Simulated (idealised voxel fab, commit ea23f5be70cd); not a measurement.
Name of the process module below: voxel self aligned contacts
In the cross-section labelled cut, the width is 235 nm and each square cell is 5 nm.
How to read a cross-section here: the picture is a grid of square cells, written as bands going from the top down, and any band can span one or more rows of cells. What a band's entry tells you: where the top is and where the bottom is, as heights in nm, and after that what lies inside, material by material from left to right, each with its width in nm. Empty space is written as the word "air", and a single material marked with the word "all across" occupies the band from edge to edge. The reference from which all heights are counted is 0, the level beneath which the as-received wafer is entirely one material; the lowest band, having no lower bound, proceeds downward and is written after the example "from 0 down". Quick explanation for "30->40": the width changes in equal steps down the rows of cells, from the first number in the band's top row to the second number in its bottom row. Basically "remained unchanged" means that step didn't change any cell in the cross-section. If an empty space has no open way to the top and is at least 8 cells in size, "Unvented voids" lists it, written width x height at distance, where distance is measured from the left edge and every value is in nm. That trailing text on a step's line, after the settings, is the simulator's own remark on the step. You can add "overlay nm" to a step's line. For a step with a mask, it describes how far the mask lay to the right of its planned position, and a negative number describes a lay to the left.
Planned step list for the process
1: RECEIVE, material Si
2: OXIDIZE, depth nm 5
3: DIRECTIONAL_DEP, material polySi, thk nm 25
4: DIRECTIONAL_DEP, material SiN, thk nm 15
5: PATTERN, tone cover, mask id GATE, material resist, width nm 30, pitch nm 65, thk nm 15, overlay nm 0
6: DIRECTIONAL_ETCH, etch materials SiN, depth nm 15
7: DIRECTIONAL_ETCH, etch materials polySi, depth nm 25
8: STRIP, etch materials resist
9: CONFORMAL_DEP, material SiN, thk nm 5
10: DIRECTIONAL_ETCH, etch materials SiN, depth nm 5
11: FILL_DEP, material SiO2, thk nm 15
12: CMP, height nm 45
13: DIRECTIONAL_DEP, material aC, thk nm 15
14: PATTERN, tone open, mask id CONTACT, material resist, width nm 45, pitch nm 65, thk nm 30, overlay nm 0
15: DIRECTIONAL_ETCH, etch materials aC, depth nm 15
16: STRIP, etch materials resist
17: DIRECTIONAL_ETCH, etch materials SiO2, depth nm 50
18: STRIP, etch materials aC
19: CONFORMAL_DEP, material TiN, thk nm 5
20: FILL_DEP, material Ru, thk nm 10
21: CMP, height nm 45
22: CONFORMAL_DEP, material SiCN, thk nm 5
Cross-section: wafer on arrival = after step 1
- from 0 down = Si all across
- Unvented voids: none
End-of-module XS, first of two wafers, run as planned
- from 50 to 45 = SiCN all across
- from 45 to 40 = SiO2: 60  TiN: 15  Ru: 15  TiN: 15  SiO2: 20  TiN: 15  Ru: 15  TiN: 15  SiO2: 65
- from 40 to 25 = SiO2: 30  SiN: 40  TiN: 5  Ru: 15  TiN: 5  SiN: 40  TiN: 5  Ru: 15  TiN: 5  SiN: 40  SiO2: 35
- from 25 to 0 = SiO2: 30  SiN: 5  polySi: 30  SiN: 5  TiN: 5  Ru: 15  TiN: 5  SiN: 5  polySi: 30  SiN: 5  TiN: 5  Ru: 15  TiN: 5  SiN: 5  polySi: 30  SiN: 5  SiO2: 35
- from 0 to -5 = SiO2: 70  TiN: 25  SiO2: 40  TiN: 25  SiO2: 75
- from -5 down = Si all across
- Unvented voids: none
Cross-section of the latter of the two wafers at module completion. It had an identical start and an identical plan to the former; in running it, one mistake was made
- from 50 to 45 = SiCN all across
- from 45 to 40 = SiO2: 60  TiN: 20  Ru: 5  TiN: 20  SiO2: 20  TiN: 20  Ru: 5  TiN: 20  SiO2: 65
- from 40 to 25 = SiO2: 25  SiN: 50  TiN: 5  Ru: 5  TiN: 5  SiN: 50  TiN: 5  Ru: 5  TiN: 5  SiN: 50  SiO2: 30
- from 25 to 0 = SiO2: 25  SiN: 5  polySi: 40  SiN: 5  TiN: 5  Ru: 5  TiN: 5  SiN: 5  polySi: 40  SiN: 5  TiN: 5  Ru: 5  TiN: 5  SiN: 5  polySi: 40  SiN: 5  SiO2: 30
- from 0 to -5 = SiO2: 75  TiN: 15  SiO2: 50  TiN: 15  SiO2: 80
- from -5 down = Si all across
- Unvented voids: none
What went wrong in running the wafer? rather than as planned, step 5 actually ran as PATTERN, tone cover, mask id GATE, material resist, width nm 40, pitch nm 65, thk nm 15, overlay nm 0
Materials where the second wafer ends with more or fewer cells than the first: Ru: 36 fewer, SiN: 18 more, SiO2: 12 fewer, polySi: 30 more
